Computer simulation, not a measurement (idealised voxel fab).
Title: Process Module voxel air gaps
Displayed cross-section: cut, width of 235 nm, square cells sized 5 nm.
A cross-section is a grid of square cells, given in bands from the top down. A band is one or more rows of cells.
Top, bottom (nm), then materials left to right with widths (nm); lone material tagged "everywhere" fills the whole band edge to edge; "blank" = empty space.
Heads up on the height convention: 0 is the point under which the incoming wafer is all one material, and the lowest band has no bottom, it just keeps going down, like "top 0, no bottom".
A width given as "30->40" starts at the first number in the band's top row and ends at the second number in its bottom row, shifting by an equal amount at every step from row to row.
Where a step carries "remained unchanged", the cross-section came out of it unchanged, cell for cell.
Closed-off voids of 8+ cells (no open route to the top) go in "Closed cavity list", written width x height at distance from the left edge, in nm.
after a step's settings: what the simulator itself notes on the step
On any step carrying a mask, the "overlay nm" setting, if present on the step's line, tells how far right of its planned place the mask lay; negative values point to the left.

## Steps planned for the process
| 1 | RECEIVE (material Si) |
| 2 | CONFORMAL_DEP (material SiO2; thk nm 15) |
| 3 | CONFORMAL_DEP (material SiCN; thk nm 5) |
| 4 | DIRECTIONAL_DEP (material SiO2; thk nm 35) |
| 5 | DIRECTIONAL_DEP (material aC; thk nm 10) |
| 6 | PATTERN (tone open; mask id LINES; material resist; width nm 25; pitch nm 50; thk nm 25; overlay nm 0) |
| 7 | DIRECTIONAL_ETCH (etch materials aC; depth nm 10) |
| 8 | STRIP (etch materials resist) |
| 9 | DIRECTIONAL_ETCH (etch materials SiO2; depth nm 35) |
| 10 | STRIP (etch materials aC) |
| 11 | CONFORMAL_DEP (material TiN; thk nm 5) |
| 12 | FILL_DEP (material Cu; thk nm 10) |
| 13 | CMP (height nm 55) |
| 14 | EPI (material Ru; thk nm 10) |
| 15 | SELECTIVE_ETCH (etch materials SiO2; depth nm 45) |
| 16 | CONFORMAL_DEP (material SiCN; thk nm 5) |

## Cross-sectional view of the wafer in its as-received condition, corresponding to the state after step 1
* top 0, no bottom: Si everywhere
* Closed cavity list: none

## Looking at the first of two wafers in cross-section at end of module - ran to plan
* top 70, bottom 65: 40 blank, 155 SiCN, 40 blank
* top 65, bottom 55: 40 blank, 5 SiCN, 45 Ru, 5 SiCN, 45 Ru, 5 SiCN, 45 Ru, 5 SiCN, 40 blank
* top 55, bottom 50: 40 blank, 15 SiCN, 5 TiN, 15 Cu, 5 TiN, 25 SiCN, 5 TiN, 15 Cu, 5 TiN, 25 SiCN, 5 TiN, 15 Cu, 5 TiN, 15 SiCN, 40 blank
* top 50, bottom 25: 50 blank, 5 SiCN, 5 TiN, 15 Cu, 5 TiN, 5 SiCN, 15 blank, 5 SiCN, 5 TiN, 15 Cu, 5 TiN, 5 SiCN, 15 blank, 5 SiCN, 5 TiN, 15 Cu, 5 TiN, 5 SiCN, 50 blank
* top 25, bottom 20: 55 SiCN, 25 TiN, 25 SiCN, 25 TiN, 25 SiCN, 25 TiN, 55 SiCN
* top 20, bottom 15: SiCN everywhere
* top 15, bottom 0: SiO2 everywhere
* top 0, no bottom: Si everywhere
* Closed cavity list: 15 x 25 at 85; 15 x 25 at 135

## End of module, second wafer, cross-section. Started like the first, planned like the first, run with one mistake
* top 70, bottom 65: 50 blank, 155 SiCN, 30 blank
* top 65, bottom 55: 50 blank, 5 SiCN, 45 Ru, 5 SiCN, 45 Ru, 5 SiCN, 45 Ru, 5 SiCN, 30 blank
* top 55, bottom 50: 50 blank, 15 SiCN, 5 TiN, 15 Cu, 5 TiN, 25 SiCN, 5 TiN, 15 Cu, 5 TiN, 25 SiCN, 5 TiN, 15 Cu, 5 TiN, 15 SiCN, 30 blank
* top 50, bottom 25: 60 blank, 5 SiCN, 5 TiN, 15 Cu, 5 TiN, 5 SiCN, 15 blank, 5 SiCN, 5 TiN, 15 Cu, 5 TiN, 5 SiCN, 15 blank, 5 SiCN, 5 TiN, 15 Cu, 5 TiN, 5 SiCN, 40 blank
* top 25, bottom 20: 65 SiCN, 25 TiN, 25 SiCN, 25 TiN, 25 SiCN, 25 TiN, 45 SiCN
* top 20, bottom 15: SiCN everywhere
* top 15, bottom 0: SiO2 everywhere
* top 0, no bottom: Si everywhere
* Closed cavity list: 15 x 25 at 95; 15 x 25 at 145
What went wrong in running the wafer? step 6 was run on a setting that differed from the plan, and what really ran there is PATTERN (tone open; mask id LINES; material resist; width nm 25; pitch nm 50; thk nm 25; overlay nm 10)
Cell counts per material: same on both final wafers. Positions: different.
